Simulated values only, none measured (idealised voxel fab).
process module | voxel self aligned contacts
Cross-section cut: width 250 nm, square cells of 5 nm.
Cross-section spec: square-cell grid; bands listed top down; each band is one or more rows. Basically the band line says how high the top is and how high the bottom is, in nm, and then what's in it from left to right, every material with its width in nm. Empty space shows up as "blank", and if a single material carries "everywhere" it runs the full band edge to edge. Zero point of the height axis is 0; under it, received wafer = one material. Lowest band: continues down indefinitely, "0 nm and below". Top row gets the first number, bottom row gets the second, and each row in between changes by the same step: that is how a band width like "30->40" works. When a step is marked "remains unaltered", none of the cells in the cross-section changed during that step. If an empty space has no open way to the top and is at least 8 cells in size, "Internal closed voids" lists it, written width x height at distance, where distance is measured from the left edge and every value is in nm. Anything after a step's settings on that line? It's the simulator's own note about the step. If you see "overlay nm" on a step's line and that step has a mask, it's telling you how far right of where it was planned the mask ended up; a negative number means it went left instead.

### The steps planned for the process are as follows
- 1: op RECEIVE | material Si
- 2: op OXIDIZE | depth nm 5
- 3: op DIRECTIONAL_DEP | material polySi | thk nm 25
- 4: op DIRECTIONAL_DEP | material SiN | thk nm 15
- 5: op PATTERN | tone cover | mask id GATE | material resist | width nm 35 | pitch nm 60 | thk nm 20 | overlay nm 0
- 6: op DIRECTIONAL_ETCH | etch materials SiN | depth nm 15
- 7: op DIRECTIONAL_ETCH | etch materials polySi | depth nm 25
- 8: op STRIP | etch materials resist
- 9: op CONFORMAL_DEP | material SiN | thk nm 5
- 10: op DIRECTIONAL_ETCH | etch materials SiN | depth nm 5
- 11: op FILL_DEP | material SiO2 | thk nm 20
- 12: op CMP | height nm 50
- 13: op DIRECTIONAL_DEP | material aC | thk nm 10
- 14: op PATTERN | tone open | mask id CONTACT | material resist | width nm 45 | thk nm 30 | overlay nm 0
- 15: op DIRECTIONAL_ETCH | etch materials aC | depth nm 10
- 16: op STRIP | etch materials resist
- 17: op DIRECTIONAL_ETCH | etch materials SiO2 | depth nm 55
- 18: op STRIP | etch materials aC
- 19: op CONFORMAL_DEP | material TiN | thk nm 5
- 20: op FILL_DEP | material W | thk nm 5
- 21: op CMP | height nm 50
- 22: op CONFORMAL_DEP | material SiN | thk nm 5

### First out of two wafers; run went to plan

### Cross-section of the wafer upon arrival, representing the state reached after step 1
> 0 nm and below | Si everywhere
> Internal closed voids: none

### Cross-section of the wafer subsequent to step 2
> 0 nm to -5 nm | SiO2 everywhere
> Whatever lies below -5 is exactly as it was before.

### Cross-section of the wafer subsequent to step 3
> 25 nm to 0 nm | polySi everywhere
> Whatever lies below 0 is exactly as it was before.

### Cross-section of the wafer subsequent to step 4
> 40 nm to 25 nm | SiN everywhere
> Whatever lies below 25 is exactly as it was before.

### Cross-section of the wafer subsequent to step 5
> 60 nm to 40 nm | blank (75) | resist (35) | blank (25) | resist (35) | blank (80)
> Whatever lies below 40 is exactly as it was before.

### Cross-section of the wafer subsequent to step 6
> 60 nm to 40 nm | blank (75) | resist (35) | blank (25) | resist (35) | blank (80)
> 40 nm to 25 nm | blank (75) | SiN (35) | blank (25) | SiN (35) | blank (80)
> Whatever lies below 25 is exactly as it was before.

### Cross-section of the wafer subsequent to step 7
> 60 nm to 40 nm | blank (75) | resist (35) | blank (25) | resist (35) | blank (80)
> 40 nm to 25 nm | blank (75) | SiN (35) | blank (25) | SiN (35) | blank (80)
> 25 nm to 0 nm | blank (75) | polySi (35) | blank (25) | polySi (35) | blank (80)
> Whatever lies below 0 is exactly as it was before.

### Cross-section of the wafer subsequent to step 8
> 40 nm to 25 nm | blank (75) | SiN (35) | blank (25) | SiN (35) | blank (80)
> Whatever lies below 25 is exactly as it was before.

### Cross-section of the wafer subsequent to step 9
> 45 nm to 25 nm | blank (70) | SiN (45) | blank (15) | SiN (45) | blank (75)
> 25 nm to 5 nm | blank (70) | SiN (5) | polySi (35) | SiN (5) | blank (15) | SiN (5) | polySi (35) | SiN (5) | blank (75)
> 5 nm to 0 nm | SiN (75) | polySi (35) | SiN (25) | polySi (35) | SiN (80)
> Whatever lies below 0 is exactly as it was before.

### Cross-section of the wafer subsequent to step 10
> 40 nm to 25 nm | blank (70) | SiN (45) | blank (15) | SiN (45) | blank (75)
> 25 nm to 0 nm | blank (70) | SiN (5) | polySi (35) | SiN (5) | blank (15) | SiN (5) | polySi (35) | SiN (5) | blank (75)
> Whatever lies below 0 is exactly as it was before.

### Cross-section of the wafer subsequent to step 11
> 60 nm to 40 nm | SiO2 everywhere
> 40 nm to 25 nm | SiO2 (70) | SiN (45) | SiO2 (15) | SiN (45) | SiO2 (75)
> 25 nm to 0 nm | SiO2 (70) | SiN (5) | polySi (35) | SiN (5) | SiO2 (15) | SiN (5) | polySi (35) | SiN (5) | SiO2 (75)
> Whatever lies below 0 is exactly as it was before.

### Cross-section of the wafer subsequent to step 12
> 50 nm to 40 nm | SiO2 everywhere
> Whatever lies below 40 is exactly as it was before.

### Cross-section of the wafer subsequent to step 13
> 60 nm to 50 nm | aC everywhere
> Whatever lies below 50 is exactly as it was before.

### Cross-section of the wafer subsequent to step 14
> 90 nm to 60 nm | resist (100) | blank (45) | resist (105)
> Whatever lies below 60 is exactly as it was before.

### Cross-section of the wafer subsequent to step 15
> 80 nm to 60 nm | resist (100) | blank (45) | resist (105)
> 60 nm to 50 nm | aC (100) | blank (45) | aC (105)
> Whatever lies below 50 is exactly as it was before.

### Cross-section of the wafer subsequent to step 16
> 60 nm to 50 nm | aC (100) | blank (45) | aC (105)
> Whatever lies below 50 is exactly as it was before.

### Cross-section of the wafer subsequent to step 17
> 60 nm to 50 nm | aC (100) | blank (45) | aC (105)
> 50 nm to 40 nm | SiO2 (100) | blank (45) | SiO2 (105)
> 40 nm to 25 nm | SiO2 (70) | SiN (45) | blank (15) | SiN (45) | SiO2 (75)
> 25 nm to 0 nm | SiO2 (70) | SiN (5) | polySi (35) | SiN (5) | blank (15) | SiN (5) | polySi (35) | SiN (5) | SiO2 (75)
> 0 nm to -5 nm | SiO2 (115) | blank (15) | SiO2 (120)
> Whatever lies below -5 is exactly as it was before.

### Cross-section of the wafer subsequent to step 18
> 50 nm to 40 nm | SiO2 (100) | blank (45) | SiO2 (105)
> Whatever lies below 40 is exactly as it was before.

### Cross-section of the wafer subsequent to step 19
> 55 nm to 50 nm | TiN (105) | blank (35) | TiN (110)
> 50 nm to 40 nm | SiO2 (100) | TiN (5->20) | blank (35->5) | TiN (5->20) | SiO2 (105)
> 40 nm to 25 nm | SiO2 (70) | SiN (45) | TiN (5) | blank (5) | TiN (5) | SiN (45) | SiO2 (75)
> 25 nm to 0 nm | SiO2 (70) | SiN (5) | polySi (35) | SiN (5) | TiN (5) | blank (5) | TiN (5) | SiN (5) | polySi (35) | SiN (5) | SiO2 (75)
> 0 nm to -5 nm | SiO2 (115) | TiN (15) | SiO2 (120)
> Whatever lies below -5 is exactly as it was before.

### Cross-section of the wafer subsequent to step 20
> 60 nm to 55 nm | W everywhere
> 55 nm to 50 nm | TiN (105) | W (35) | TiN (110)
> 50 nm to 40 nm | SiO2 (100) | TiN (5->20) | W (35->5) | TiN (5->20) | SiO2 (105)
> 40 nm to 25 nm | SiO2 (70) | SiN (45) | TiN (5) | W (5) | TiN (5) | SiN (45) | SiO2 (75)
> 25 nm to 0 nm | SiO2 (70) | SiN (5) | polySi (35) | SiN (5) | TiN (5) | W (5) | TiN (5) | SiN (5) | polySi (35) | SiN (5) | SiO2 (75)
> Whatever lies below 0 is exactly as it was before.

### Cross-section of the wafer subsequent to step 21
> 50 nm to 40 nm | SiO2 (100) | TiN (5->20) | W (35->5) | TiN (5->20) | SiO2 (105)
> Whatever lies below 40 is exactly as it was before.

### Cross-section of the wafer subsequent to step 22
> 55 nm to 50 nm | SiN everywhere
> Whatever lies below 50 is exactly as it was before.

### Second Wafer (Identical Start and Plan, One Processing Error; Matches First Wafer Through Step 4)

### Look at the second wafer in cross-section at the time step 5 ought to have finished
> 60 nm to 40 nm | blank (80) | resist (25) | blank (35) | resist (25) | blank (85)
> Whatever lies below 40 is exactly as it was before.

### Look at the second wafer in cross-section at the time step 6 ought to have finished
> 60 nm to 40 nm | blank (80) | resist (25) | blank (35) | resist (25) | blank (85)
> 40 nm to 25 nm | blank (80) | SiN (25) | blank (35) | SiN (25) | blank (85)
> Whatever lies below 25 is exactly as it was before.

### Look at the second wafer in cross-section at the time step 7 ought to have finished
> 60 nm to 40 nm | blank (80) | resist (25) | blank (35) | resist (25) | blank (85)
> 40 nm to 25 nm | blank (80) | SiN (25) | blank (35) | SiN (25) | blank (85)
> 25 nm to 0 nm | blank (80) | polySi (25) | blank (35) | polySi (25) | blank (85)
> Whatever lies below 0 is exactly as it was before.

### Look at the second wafer in cross-section at the time step 8 ought to have finished
> 40 nm to 25 nm | blank (80) | SiN (25) | blank (35) | SiN (25) | blank (85)
> Whatever lies below 25 is exactly as it was before.

### Look at the second wafer in cross-section at the time step 9 ought to have finished
> 45 nm to 25 nm | blank (75) | SiN (35) | blank (25) | SiN (35) | blank (80)
> 25 nm to 5 nm | blank (75) | SiN (5) | polySi (25) | SiN (5) | blank (25) | SiN (5) | polySi (25) | SiN (5) | blank (80)
> 5 nm to 0 nm | SiN (80) | polySi (25) | SiN (35) | polySi (25) | SiN (85)
> Whatever lies below 0 is exactly as it was before.

### Look at the second wafer in cross-section at the time step 10 ought to have finished
> 40 nm to 25 nm | blank (75) | SiN (35) | blank (25) | SiN (35) | blank (80)
> 25 nm to 0 nm | blank (75) | SiN (5) | polySi (25) | SiN (5) | blank (25) | SiN (5) | polySi (25) | SiN (5) | blank (80)
> Whatever lies below 0 is exactly as it was before.

### Look at the second wafer in cross-section at the time step 11 ought to have finished
> 60 nm to 40 nm | SiO2 everywhere
> 40 nm to 25 nm | SiO2 (75) | SiN (35) | SiO2 (25) | SiN (35) | SiO2 (80)
> 25 nm to 0 nm | SiO2 (75) | SiN (5) | polySi (25) | SiN (5) | SiO2 (25) | SiN (5) | polySi (25) | SiN (5) | SiO2 (80)
> Whatever lies below 0 is exactly as it was before.

### Look at the second wafer in cross-section at the time step 12 ought to have finished
> 50 nm to 40 nm | SiO2 everywhere
> Whatever lies below 40 is exactly as it was before.

### Look at the second wafer in cross-section at the time step 13 ought to have finished
> 60 nm to 50 nm | aC everywhere
> Whatever lies below 50 is exactly as it was before.

### Look at the second wafer in cross-section at the time step 14 ought to have finished
> 90 nm to 60 nm | resist (100) | blank (45) | resist (105)
> Whatever lies below 60 is exactly as it was before.

### Look at the second wafer in cross-section at the time step 15 ought to have finished
> 80 nm to 60 nm | resist (100) | blank (45) | resist (105)
> 60 nm to 50 nm | aC (100) | blank (45) | aC (105)
> Whatever lies below 50 is exactly as it was before.

### Look at the second wafer in cross-section at the time step 16 ought to have finished
> 60 nm to 50 nm | aC (100) | blank (45) | aC (105)
> Whatever lies below 50 is exactly as it was before.

### Look at the second wafer in cross-section at the time step 17 ought to have finished
> 60 nm to 50 nm | aC (100) | blank (45) | aC (105)
> 50 nm to 40 nm | SiO2 (100) | blank (45) | SiO2 (105)
> 40 nm to 25 nm | SiO2 (75) | SiN (35) | blank (25) | SiN (35) | SiO2 (80)
> 25 nm to 0 nm | SiO2 (75) | SiN (5) | polySi (25) | SiN (5) | blank (25) | SiN (5) | polySi (25) | SiN (5) | SiO2 (80)
> 0 nm to -5 nm | SiO2 (110) | blank (25) | SiO2 (115)
> Whatever lies below -5 is exactly as it was before.

### Look at the second wafer in cross-section at the time step 18 ought to have finished
> 50 nm to 40 nm | SiO2 (100) | blank (45) | SiO2 (105)
> Whatever lies below 40 is exactly as it was before.

### Look at the second wafer in cross-section at the time step 19 ought to have finished
> 55 nm to 50 nm | TiN (105) | blank (35) | TiN (110)
> 50 nm to 40 nm | SiO2 (100) | TiN (5->15) | blank (35->15) | TiN (5->15) | SiO2 (105)
> 40 nm to 25 nm | SiO2 (75) | SiN (35) | TiN (5) | blank (15) | TiN (5) | SiN (35) | SiO2 (80)
> 25 nm to 0 nm | SiO2 (75) | SiN (5) | polySi (25) | SiN (5) | TiN (5) | blank (15) | TiN (5) | SiN (5) | polySi (25) | SiN (5) | SiO2 (80)
> 0 nm to -5 nm | SiO2 (110) | TiN (25) | SiO2 (115)
> Whatever lies below -5 is exactly as it was before.

### Look at the second wafer in cross-section at the time step 20 ought to have finished
> 60 nm to 55 nm | W everywhere
> 55 nm to 50 nm | TiN (105) | W (35) | TiN (110)
> 50 nm to 40 nm | SiO2 (100) | TiN (5->15) | W (35->15) | TiN (5->15) | SiO2 (105)
> 40 nm to 25 nm | SiO2 (75) | SiN (35) | TiN (5) | W (15) | TiN (5) | SiN (35) | SiO2 (80)
> 25 nm to 0 nm | SiO2 (75) | SiN (5) | polySi (25) | SiN (5) | TiN (5) | W (15) | TiN (5) | SiN (5) | polySi (25) | SiN (5) | SiO2 (80)
> Whatever lies below 0 is exactly as it was before.

### Look at the second wafer in cross-section at the time step 21 ought to have finished
> 50 nm to 40 nm | SiO2 (100) | TiN (5->15) | W (35->15) | TiN (5->15) | SiO2 (105)
> Whatever lies below 40 is exactly as it was before.

### Look at the second wafer in cross-section at the time step 22 ought to have finished
> 55 nm to 50 nm | SiN everywhere
> Whatever lies below 50 is exactly as it was before.
What broke from the plan during processing? step 5 ran with different settings than intended, the actual operation and settings being op PATTERN | tone cover | mask id GATE | material resist | width nm 25 | pitch nm 60 | thk nm 20 | overlay nm 0
Final comparison by cell count, materials where the second wafer has more or fewer than the first: 12 fewer of SiN, 14 more of SiO2, 18 more of W, 20 fewer of polySi
